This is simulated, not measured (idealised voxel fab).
The following is a process module called voxel capacitor over wiring.
The width of the displayed cross-section, cut, is 205 nm; its cells are square, with a size of 5 nm.
A cross-section in this document is a grid of square cells, and it is written down as bands, the top band listed before the ones below it; a band is made up of one or more rows of cells. In this notation a band is specified by the heights of its top and bottom, in that order and in nm, after which its materials appear from left to right, each paired with its width in nm. The word "all across" attached to a single material means that material fills the band from edge to edge; the word "blank" stands for empty space. Beneath 0, the wafer as received is one material, and that level is where height counting begins. The lowest band goes on downward without a bottom; it is written like "top 0, no bottom". A width given as "30->40" starts at the first number in the band's top row and ends at the second number in its bottom row, shifting by an equal amount at every step from row to row. When a step is marked "nothing changed", none of the cells in the cross-section changed during that step. Each empty space that has no open way to the top and spans at least 8 cells appears under "Entrapped voids" as width x height at distance, the distance counted from the left edge, all in nm. If you see something after the settings on a step's line, that's the simulator's own remark about that step. Steps that use a mask can have "overlay nm" on their line. It says how far the mask sat to the right of where it was meant to be. Negative means to the left.

PLANNED PROCESS STEPS
1 op RECEIVE | material Si
2 op CONFORMAL_DEP | material SiO2 | thk nm 10
3 op DIRECTIONAL_DEP | material TiN | thk nm 5
4 op DIRECTIONAL_DEP | material W | thk nm 15
5 op MASKED_ETCH | tone cover | mask id METAL_1 | width nm 25 | pitch nm 90 | etch materials W | depth nm 15 | overlay nm 0
6 op MASKED_ETCH | tone cover | mask id METAL_1 | width nm 25 | pitch nm 90 | etch materials TiN | depth nm 5 | overlay nm 0
7 op FILL_DEP | material lowk | thk nm 10
8 op CMP | height nm 30
9 op CONFORMAL_DEP | material SiCN | thk nm 5
10 op DIRECTIONAL_DEP | material SiO2 | thk nm 10
11 op DIRECTIONAL_DEP | material aC | thk nm 15
12 op PATTERN | tone open | mask id PLUG_1 | material resist | width nm 15 | thk nm 30 | overlay nm 0
13 op DIRECTIONAL_ETCH | etch materials aC | depth nm 15
14 op STRIP | etch materials resist
15 op DIRECTIONAL_ETCH | etch materials SiO2 | depth nm 10
16 op DIRECTIONAL_ETCH | etch materials SiCN | depth nm 5
17 op STRIP | etch materials aC
18 op EPI | material Ru | thk nm 10
19 op EPI | material Ru | thk nm 5
20 op DIRECTIONAL_DEP | material TiN | thk nm 10
21 op DIRECTIONAL_DEP | material SiN | thk nm 5
22 op DIRECTIONAL_DEP | material TiN | thk nm 5
23 op PATTERN | tone cover | mask id UPPER_PLATE | material resist | width nm 70 | thk nm 15 | overlay nm 0
24 op DIRECTIONAL_ETCH | etch materials TiN | depth nm 5
25 op DIRECTIONAL_ETCH | etch materials SiN | depth nm 5
26 op STRIP | etch materials resist
27 op PATTERN | tone cover | mask id LOWER_PLATE | material resist | width nm 80 | thk nm 15 | overlay nm 0
28 op DIRECTIONAL_ETCH | etch materials TiN | depth nm 10
29 op STRIP | etch materials resist
30 op FILL_DEP | material SiO2 | thk nm 15
31 op CMP | height nm 75
32 op MASKED_ETCH | tone open | mask id PLUG_2 | width nm 15 | etch materials SiO2 | depth nm 10 | overlay nm 0
33 op CONFORMAL_DEP | material TiN | thk nm 5
34 op FILL_DEP | material Cu | thk nm 5
35 op CMP | height nm 75
36 op CONFORMAL_DEP | material SiN | thk nm 5

AS RECEIVED, AFTER STEP 1
  top 0, no bottom: Si all across
  Entrapped voids: none

FINAL CROSS-SECTION, MODULE RUN WITH ONE MISTAKE (START AND PLAN AS ABOVE)
  top 80, bottom 75: SiN all across
  top 75, bottom 70: SiO2=65, TiN=5, Cu=5, TiN=5, SiO2=125
  top 70, bottom 60: SiO2=65, TiN=15->65, SiO2=125->75
  top 60, bottom 55: SiO2=65, SiN=70, SiO2=70
  top 55, bottom 45: SiO2=50, TiN=85, SiO2=70
  top 45, bottom 35: SiO2=55, Ru=15, SiO2=135
  top 35, bottom 30: SiCN=55, Ru=15, SiCN=135
  top 30, bottom 15: lowk=45, W=25, lowk=65, W=25, lowk=45
  top 15, bottom 10: lowk=45, TiN=25, lowk=65, TiN=25, lowk=45
  top 10, bottom 0: SiO2 all across
  top 0, no bottom: Si all across
  Entrapped voids: none
The plan and the run diverged here: step 23 off recipe, ran as op PATTERN | tone cover | mask id UPPER_PLATE | material resist | width nm 70 | thk nm 15 | overlay nm 10
